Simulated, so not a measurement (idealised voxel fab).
This is a process module. Its name is voxel released beams.
Shown is cross-section cut, with a width of 165 nm and square cells of size 5 nm.
Cross-section layout: square cells on a grid; listed as bands, top to bottom; a band spans one or more cell rows. Band: top height; bottom height; in nm. Then, left to right: material with width in nm, for each material. "everywhere": a single material spanning edge to edge. "blank": empty space. Height is counted from the level 0, under which the received wafer is composed throughout of one material. The lowest of the bands is not closed at the bottom but continues downward, in the notation "z 0 and below". With a width like "30->40", each row of cells in the band differs from the next by the same amount, the top row carrying the first number and the bottom row the second. Reading "no modifications" for a step: not a cell of the cross-section changed in it. "Closed void entries" enumerates empty spaces isolated from the top, with no open way to it, that contain at least 8 cells, giving each as width x height at distance from the left edge, all three in nm. Read whatever lies past the settings on a step's line as the simulator's own remark about the step. For masked steps, "overlay nm" on the step line gives how far right of plan the mask actually lay; a minus sign means it lay to the left.

**Planned step list for the process**
1 RECEIVE | material Si
2 CONFORMAL_DEP | material SiN | thk nm 10
3 DIRECTIONAL_DEP | material SiO2 | thk nm 15
4 PATTERN | tone open | mask id ANCHOR | material resist | width nm 40 | thk nm 15 | overlay nm 0
5 DIRECTIONAL_ETCH | etch materials SiO2 | depth nm 15
6 STRIP | etch materials resist
7 CONFORMAL_DEP | material W | thk nm 15
8 DIRECTIONAL_DEP | material aC | thk nm 10
9 PATTERN | tone cover | mask id BEAM | material resist | width nm 110 | thk nm 30 | overlay nm 0
10 DIRECTIONAL_ETCH | etch materials aC | depth nm 10
11 STRIP | etch materials resist
12 DIRECTIONAL_ETCH | etch materials W | depth nm 15
13 STRIP | etch materials aC
14 STRIP | etch materials SiO2

**First wafer out of two, processed as planned**

**Cross-section of the wafer as it came to us, i.e., already through step 1**
	z 0 and below: Si everywhere
	Closed void entries: none

**So this is the wafer cross-section right after step 2**
	z 10 to 0: SiN everywhere
	Under the height 0 nothing was changed.

**So this is the wafer cross-section right after step 3**
	z 25 to 10: SiO2 everywhere
	Under the height 10 nothing was changed.

**So this is the wafer cross-section right after step 4**
	z 40 to 25: resist (30), then blank (40), then resist (95)
	Under the height 25 nothing was changed.

**So this is the wafer cross-section right after step 5**
	z 40 to 25: resist (30), then blank (40), then resist (95)
	z 25 to 10: SiO2 (30), then blank (40), then SiO2 (95)
	Under the height 10 nothing was changed.

**So this is the wafer cross-section right after step 6**
	z 25 to 10: SiO2 (30), then blank (40), then SiO2 (95)
	Under the height 10 nothing was changed.

**So this is the wafer cross-section right after step 7**
	z 40 to 25: W (45), then blank (10), then W (110)
	z 25 to 10: SiO2 (30), then W (40), then SiO2 (95)
	Under the height 10 nothing was changed.

**So this is the wafer cross-section right after step 8**
	z 50 to 40: aC (45), then blank (10), then aC (110)
	z 40 to 35: W (45), then blank (10), then W (110)
	z 35 to 25: W (45), then aC (10), then W (110)
	Under the height 25 nothing was changed.

**So this is the wafer cross-section right after step 9**
	z 80 to 50: blank (25), then resist (110), then blank (30)
	z 50 to 40: aC (45), then resist (10), then aC (110)
	z 40 to 35: W (45), then resist (10), then W (110)
	Under the height 35 nothing was changed.

**So this is the wafer cross-section right after step 10**
	z 70 to 50: blank (25), then resist (110), then blank (30)
	z 50 to 40: blank (25), then aC (20), then resist (10), then aC (80), then blank (30)
	Under the height 40 nothing was changed.

**So this is the wafer cross-section right after step 11**
	z 50 to 40: blank (25), then aC (20), then blank (10), then aC (80), then blank (30)
	z 40 to 35: W (45), then blank (10), then W (110)
	Under the height 35 nothing was changed.

**So this is the wafer cross-section right after step 12**
	z 50 to 40: blank (25), then aC (20), then blank (10), then aC (80), then blank (30)
	z 40 to 35: blank (25), then W (20), then blank (10), then W (80), then blank (30)
	z 35 to 25: blank (25), then W (20), then aC (10), then W (80), then blank (30)
	Under the height 25 nothing was changed.

**So this is the wafer cross-section right after step 13**
	z 40 to 25: blank (25), then W (20), then blank (10), then W (80), then blank (30)
	Under the height 25 nothing was changed.

**So this is the wafer cross-section right after step 14**
	z 40 to 25: blank (25), then W (20), then blank (10), then W (80), then blank (30)
	z 25 to 10: blank (30), then W (40), then blank (95)
	Under the height 10 nothing was changed.

**Second wafer. Start and plan as for the first. One mistake made in running. Agrees with the first up to and including step 1**

Cross-section of the second wafer at the time by which step 2 should have been completed according to the plan: no modifications

**Cross-section of the second wafer at the time by which step 3 should have been completed according to the plan**
	z 15 to 0: SiO2 everywhere
	Under the height 0 nothing was changed.

**Cross-section of the second wafer at the time by which step 4 should have been completed according to the plan**
	z 30 to 15: resist (30), then blank (40), then resist (95)
	Under the height 15 nothing was changed.

**Cross-section of the second wafer at the time by which step 5 should have been completed according to the plan**
	z 30 to 15: resist (30), then blank (40), then resist (95)
	z 15 to 0: SiO2 (30), then blank (40), then SiO2 (95)
	Under the height 0 nothing was changed.

**Cross-section of the second wafer at the time by which step 6 should have been completed according to the plan**
	z 15 to 0: SiO2 (30), then blank (40), then SiO2 (95)
	Under the height 0 nothing was changed.

**Cross-section of the second wafer at the time by which step 7 should have been completed according to the plan**
	z 30 to 15: W (45), then blank (10), then W (110)
	z 15 to 0: SiO2 (30), then W (40), then SiO2 (95)
	Under the height 0 nothing was changed.

**Cross-section of the second wafer at the time by which step 8 should have been completed according to the plan**
	z 40 to 30: aC (45), then blank (10), then aC (110)
	z 30 to 25: W (45), then blank (10), then W (110)
	z 25 to 15: W (45), then aC (10), then W (110)
	Under the height 15 nothing was changed.

**Cross-section of the second wafer at the time by which step 9 should have been completed according to the plan**
	z 70 to 40: blank (25), then resist (110), then blank (30)
	z 40 to 30: aC (45), then resist (10), then aC (110)
	z 30 to 25: W (45), then resist (10), then W (110)
	Under the height 25 nothing was changed.

**Cross-section of the second wafer at the time by which step 10 should have been completed according to the plan**
	z 60 to 40: blank (25), then resist (110), then blank (30)
	z 40 to 30: blank (25), then aC (20), then resist (10), then aC (80), then blank (30)
	Under the height 30 nothing was changed.

**Cross-section of the second wafer at the time by which step 11 should have been completed according to the plan**
	z 40 to 30: blank (25), then aC (20), then blank (10), then aC (80), then blank (30)
	z 30 to 25: W (45), then blank (10), then W (110)
	Under the height 25 nothing was changed.

**Cross-section of the second wafer at the time by which step 12 should have been completed according to the plan**
	z 40 to 30: blank (25), then aC (20), then blank (10), then aC (80), then blank (30)
	z 30 to 25: blank (25), then W (20), then blank (10), then W (80), then blank (30)
	z 25 to 15: blank (25), then W (20), then aC (10), then W (80), then blank (30)
	Under the height 15 nothing was changed.

**Cross-section of the second wafer at the time by which step 13 should have been completed according to the plan**
	z 30 to 15: blank (25), then W (20), then blank (10), then W (80), then blank (30)
	Under the height 15 nothing was changed.

**Cross-section of the second wafer at the time by which step 14 should have been completed according to the plan**
	z 30 to 15: blank (25), then W (20), then blank (10), then W (80), then blank (30)
	z 15 to 0: blank (30), then W (40), then blank (95)
	Under the height 0 nothing was changed.
The plan and the run diverged here: it should be noted that step 2 of the plan was omitted and was not performed
Count the cells at the end and the second wafer has more or fewer of some materials than the first: -66 SiN
